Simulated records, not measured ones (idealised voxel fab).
This is a process module. Its name is voxel capacitor over wiring.
It is cross-section cut that appears here, measuring 235 nm in width, its square cells being 5 nm in size.
Bands, listed from the top down, are how a cross-section gets written in this document; the cross-section itself is a grid of square cells, and a band is one or more rows of them.
Quick guide to a band line: top height, bottom height (nm) up front; then every material left to right with its width in nm. Only one material and it's marked "full width"? Then it fills the band edge to edge. And "blank" just means empty space.
It should be noted that heights are counted from 0, beneath which the wafer as supplied is of one material throughout, and that the lowest band possesses no lower boundary but continues downward, as written in "z 0 and below".
So if you see something like "30..40" for the width, read it as the top row of the band sitting at the first number and the bottom row at the second, with every row in between moving by the same amount as the last.
The designation "no alteration", where it is given for a processing step, indicates that no cell of the cross-section was altered in the course of that step.
Any empty space of 8 cells or more lacking an open way to the top shows up in "Listed closed voids" as width x height at distance, distance from the left edge, in nm.
Heads up: the bit after the settings on a step's line is the simulator's remark on that step.
"overlay nm" denotes, for a step that has a mask, the displacement of the mask to the right of its planned place, with negative values corresponding to the left.
**Below is the list of planned process steps**
1,RECEIVE (material Si)
2,CONFORMAL_DEP (material SiO2; thk nm 10)
3,CONFORMAL_DEP (material SiCN; thk nm 5)
4,DIRECTIONAL_DEP (material SiO2; thk nm 15)
5,DIRECTIONAL_DEP (material aC; thk nm 15)
6,PATTERN (tone open; mask id METAL_1; material resist; width nm 20; pitch nm 80; thk nm 35; overlay nm 0)
7,DIRECTIONAL_ETCH (etch materials aC; depth nm 15)
8,STRIP (etch materials resist)
9,DIRECTIONAL_ETCH (etch materials SiO2; depth nm 15)
10,DIRECTIONAL_ETCH (etch materials SiCN; depth nm 5)
11,STRIP (etch materials aC)
12,CONFORMAL_DEP (material TiN; thk nm 5)
13,FILL_DEP (material Cu; thk nm 5)
14,CMP (height nm 30)
15,CONFORMAL_DEP (material SiCN; thk nm 5)
16,DIRECTIONAL_DEP (material SiO2; thk nm 15)
17,PATTERN (tone open; mask id PLUG_1; material resist; width nm 15; thk nm 15; overlay nm 0)
18,DIRECTIONAL_ETCH (etch materials SiO2; depth nm 15)
19,DIRECTIONAL_ETCH (etch materials SiCN; depth nm 5)
20,STRIP (etch materials resist)
21,CONFORMAL_DEP (material TiN; thk nm 5)
22,FILL_DEP (material W; thk nm 10)
23,CMP (height nm 50)
24,DIRECTIONAL_DEP (material TiN; thk nm 10)
25,DIRECTIONAL_DEP (material HfO2; thk nm 5)
26,DIRECTIONAL_DEP (material TiN; thk nm 5)
27,PATTERN (tone cover; mask id UPPER_PLATE; material resist; width nm 65; thk nm 20; overlay nm 0)
28,DIRECTIONAL_ETCH (etch materials TiN; depth nm 5)
29,DIRECTIONAL_ETCH (etch materials HfO2; depth nm 5)
30,STRIP (etch materials resist)
31,PATTERN (tone cover; mask id LOWER_PLATE; material resist; width nm 75; thk nm 20; overlay nm 0)
32,DIRECTIONAL_ETCH (etch materials TiN; depth nm 10)
33,STRIP (etch materials resist)
34,FILL_DEP (material SiO2; thk nm 20)
35,CMP (height nm 85)
36,PATTERN (tone open; mask id PLUG_2; material resist; width nm 15; thk nm 15; overlay nm 0)
37,DIRECTIONAL_ETCH (etch materials SiO2; depth nm 15)
38,STRIP (etch materials resist)
39,CONFORMAL_DEP (material TiN; thk nm 5)
40,FILL_DEP (material W; thk nm 10)
41,CMP (height nm 85)
42,CONFORMAL_DEP (material SiN; thk nm 5)
**Shown in cross-section is the wafer as received, that is, as it stands after step 1**
  z 0 and below  Si full width
  Listed closed voids: none
**Cross-section: first of two wafers, module finished, run according to plan**
  z 90 to 85  SiN full width
  z 85 to 75  80 SiO2 | 5 TiN | 5 W | 5 TiN | 140 SiO2
  z 75 to 65  80..70 SiO2 | 15..65 TiN | 140..100 SiO2
  z 65 to 60  70 SiO2 | 65 HfO2 | 100 SiO2
  z 60 to 50  65 SiO2 | 75 TiN | 95 SiO2
  z 50 to 35  70 SiO2 | 5 TiN | 5 W | 5 TiN | 150 SiO2
  z 35 to 30  70 SiCN | 15 TiN | 150 SiCN
  z 30 to 15  65 SiO2 | 5 TiN | 10 Cu | 5 TiN | 60 SiO2 | 5 TiN | 10 Cu | 5 TiN | 70 SiO2
  z 15 to 10  65 SiCN | 20 TiN | 60 SiCN | 20 TiN | 70 SiCN
  z 10 to 0  SiO2 full width
  z 0 and below  Si full width
  Listed closed voids: none
**Wafer two (of two), end-of-module cross-section: start = wafer one, plan = wafer one, one run mistake**
  z 90 to 85  SiN full width
  z 85 to 80  80 SiO2 | 5 TiN | 5 W | 5 TiN | 140 SiO2
  z 80 to 70  80..70 SiO2 | 15..65 TiN | 140..100 SiO2
  z 70 to 65  70 SiO2 | 65 HfO2 | 100 SiO2
  z 65 to 55  65 SiO2 | 75 TiN | 95 SiO2
  z 55 to 50  TiN full width
  z 50 to 35  70 SiO2 | 5 TiN | 5 W | 5 TiN | 150 SiO2
  z 35 to 30  70 SiCN | 15 TiN | 150 SiCN
  z 30 to 15  65 SiO2 | 5 TiN | 10 Cu | 5 TiN | 60 SiO2 | 5 TiN | 10 Cu | 5 TiN | 70 SiO2
  z 15 to 10  65 SiCN | 20 TiN | 60 SiCN | 20 TiN | 70 SiCN
  z 10 to 0  SiO2 full width
  z 0 and below  Si full width
  Listed closed voids: none
Deviation from plan: step 24 did not use the planned setting and instead ran as DIRECTIONAL_DEP (material TiN; thk nm 15)
at the end the second wafer has, in cells: SiO2 -44, TiN +45, W -1
